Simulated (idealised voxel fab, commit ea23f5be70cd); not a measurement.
The process module that follows is named voxel lift off.
Square cells of 5 nm make up the cross-section cut, whose width is 215 nm.
Notation: cross-section as square-cell grid; stated in bands, top first, going down; one or more cell rows per band.
The band entry comprises the height of the band's top followed by the height of its bottom, expressed in nm, and subsequently the band's materials from left to right, each stated together with its width in nm. Where a single material is marked with the word "full width", that material fills the band from edge to edge. The word "air" represents empty space.
Counting heights begins at 0, where everything beneath is, in the wafer as received, one material. The lowest band has no bottom; it goes on downwards, as "0 down" shows.
When a width is written as two numbers, as in "30..40", the first number is the width in the top row of cells of the band and the second is the width in its bottom row, and the width changes by the same amount from each row to the next.
Key: "all unchanged" - step with no changed cell in the cross-section.
Voids not open to the top, 8 cells minimum: see "Closed cavities". Written width x height at distance; distance is from the left edge; nm.
Whatever follows a step's settings on its line is a remark the simulator itself makes about that step.
overlay nm: for a step with a mask, the amount by which the mask lay right of where it was planned; a negative amount means left of it.
Planned step list for the process:
step 1: RECEIVE: material Si
step 2: CONFORMAL_DEP: material Al2O3, thk nm 10
step 3: PATTERN: tone open, mask id LINES, material resist, width nm 25, pitch nm 45, thk nm 25, overlay nm 0
step 4: DIRECTIONAL_DEP: material Ru, thk nm 15
step 5: STRIP: etch materials resist
step 6: CONFORMAL_DEP: material SiCN, thk nm 5
Cross-sectional view of the wafer in its as-received condition, corresponding to the state after step 1:
- 0 down | Si full width
- Closed cavities: none
The first of two wafers, cross-sectioned at the end of the module, with the run proceeding as planned:
- 30 to 25 | 20 of air, 35 of SiCN, 10 of air, 35 of SiCN, 10 of air, 35 of SiCN, 10 of air, 35 of SiCN, 25 of air
- 25 to 15 | 20 of air, 5 of SiCN, 25 of Ru, 5 of SiCN, 10 of air, 5 of SiCN, 25 of Ru, 5 of SiCN, 10 of air, 5 of SiCN, 25 of Ru, 5 of SiCN, 10 of air, 5 of SiCN, 25 of Ru, 5 of SiCN, 25 of air
- 15 to 10 | 25 of SiCN, 25 of Ru, 20 of SiCN, 25 of Ru, 20 of SiCN, 25 of Ru, 20 of SiCN, 25 of Ru, 30 of SiCN
- 10 to 0 | Al2O3 full width
- 0 down | Si full width
- Closed cavities: none
Here is the second of the two wafers cut open at the end of the module - same start, same plan as the first one, but we made one mistake running it:
- 25 to 20 | 20 of air, 35 of SiCN, 10 of air, 35 of SiCN, 10 of air, 35 of SiCN, 10 of air, 35 of SiCN, 25 of air
- 20 to 15 | 20 of air, 5 of SiCN, 25 of Ru, 5 of SiCN, 10 of air, 5 of SiCN, 25 of Ru, 5 of SiCN, 10 of air, 5 of SiCN, 25 of Ru, 5 of SiCN, 10 of air, 5 of SiCN, 25 of Ru, 5 of SiCN, 25 of air
- 15 to 10 | 25 of SiCN, 25 of Ru, 20 of SiCN, 25 of Ru, 20 of SiCN, 25 of Ru, 20 of SiCN, 25 of Ru, 30 of SiCN
- 10 to 0 | Al2O3 full width
- 0 down | Si full width
- Closed cavities: none
Finding, execution versus plan: step 4 went in with a setting other than planned; the actual run was DIRECTIONAL_DEP: material Ru, thk nm 10
Final comparison by cell count, materials where the second wafer has more or fewer than the first: Ru -20, SiCN -8
